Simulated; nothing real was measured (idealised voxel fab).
The following process module bears the name voxel gate over fins.
In the cross-section labelled cut, the width is 255 nm and each square cell is 5 nm.
Notation: cross-section as square-cell grid; stated in bands, top first, going down; one or more cell rows per band.
The entry gives the band's vertical extent as a top height and a bottom height in nm, then its horizontal make-up as materials from left to right, each with a width in nm. "empty" stands for empty space; a single material marked "full width" fills the band edge to edge.
Below 0: as-received wafer, all one material; heights counted from there. Lowest band: no bottom, goes on down, written "top 0, no bottom".
Think of "30..40" as a width that walks from the first number to the second as you go down the band, top row to bottom row, taking equal-sized steps from row to row.
"no alterations made" after a step means that no cell of the cross-section changed.
The label "Enclosed empty spaces" introduces a list of the empty spaces, 8 cells or larger, that have no open way up to the top; each entry in it reads width x height at distance, where the distance is taken from the left edge and all three are stated in nm.
On a step's line, text after the settings is the simulator commenting on that step.
A step line may carry the setting "overlay nm", which, for steps involving a mask, states the distance by which the mask lay to the right of its intended position; negative values denote displacement to the left.

## Steps in the process plan
- 1: RECEIVE with material Si
- 2: CONFORMAL_DEP with material SiN, thk nm 5
- 3: DIRECTIONAL_DEP with material aC, thk nm 15
- 4: PATTERN with tone cover, mask id FINS, material resist, width nm 15, pitch nm 45, thk nm 35, overlay nm 0
- 5: DIRECTIONAL_ETCH with etch materials aC, depth nm 15
- 6: STRIP with etch materials resist
- 7: DIRECTIONAL_ETCH with etch materials SiN, depth nm 5
- 8: DIRECTIONAL_ETCH with etch materials Si, depth nm 40
- 9: STRIP with etch materials aC
- 10: FILL_DEP with material SiO2, thk nm 10
- 11: CMP with height nm 5
- 12: SELECTIVE_ETCH with etch materials SiO2, depth nm 15
- 13: STRIP with etch materials SiN
- 14: CONFORMAL_DEP with material HfO2, thk nm 5
- 15: CONFORMAL_DEP with material TiN, thk nm 5
- 16: CONFORMAL_DEP with material TiAl, thk nm 5
- 17: CONFORMAL_DEP with material TiN, thk nm 5
- 18: FILL_DEP with material W, thk nm 10
- 19: CMP with height nm 25
- 20: CONFORMAL_DEP with material SiCN, thk nm 10

## As-received state of the wafer in cross-section, equivalent to post-step 1
> top 0, no bottom  Si full width
> Enclosed empty spaces: none

## Wafer cross-section at module end: first of two, run to plan
> top 35, bottom 25  SiCN full width
> top 25, bottom 20  W full width
> top 20, bottom 15  W=75, then TiN=100, then W=80
> top 15, bottom 10  W=75, then TiN=5, then TiAl=90, then TiN=5, then W=80
> top 10, bottom 5  TiN=80, then TiAl=5, then TiN=35, then TiAl=10, then TiN=35, then TiAl=5, then TiN=85
> top 5, bottom 0  TiAl=85, then TiN=5, then HfO2=25, then TiN=5, then TiAl=10, then TiN=5, then HfO2=25, then TiN=5, then TiAl=90
> top 0, bottom -5  TiN=90, then HfO2=5, then Si=15, then HfO2=5, then TiN=20, then HfO2=5, then Si=15, then HfO2=5, then TiN=95
> top -5, bottom -10  HfO2=95, then Si=15, then HfO2=30, then Si=15, then HfO2=100
> top -10, bottom -40  SiO2=95, then Si=15, then SiO2=30, then Si=15, then SiO2=100
> top -40, no bottom  Si full width
> Enclosed empty spaces: none

## Cross-sectional view of the second of two wafers upon completion of the module. This wafer shared its starting condition and process plan with the first; one error was made during its execution
> top 35, bottom 25  SiCN full width
> top 25, bottom 20  W=65, then TiN=5, then TiAl=110, then TiN=5, then W=70
> top 20, bottom 15  TiN=70, then TiAl=110, then TiN=75
> top 15, bottom 10  TiAl full width
> top 10, bottom 5  TiAl=85, then TiN=35, then TiAl=10, then TiN=35, then TiAl=90
> top 5, bottom 0  TiAl=85, then TiN=5, then HfO2=25, then TiN=5, then TiAl=10, then TiN=5, then HfO2=25, then TiN=5, then TiAl=90
> top 0, bottom -5  TiN=90, then HfO2=5, then Si=15, then HfO2=5, then TiN=20, then HfO2=5, then Si=15, then HfO2=5, then TiN=95
> top -5, bottom -10  HfO2=95, then Si=15, then HfO2=30, then Si=15, then HfO2=100
> top -10, bottom -40  SiO2=95, then Si=15, then SiO2=30, then Si=15, then SiO2=100
> top -40, no bottom  Si full width
> Enclosed empty spaces: none
Deviation from plan: contrary to plan, step 16 was performed as CONFORMAL_DEP with material TiAl, thk nm 15
Materials where the second wafer ends with more or fewer cells than the first: TiAl +110, TiN -24, W -86
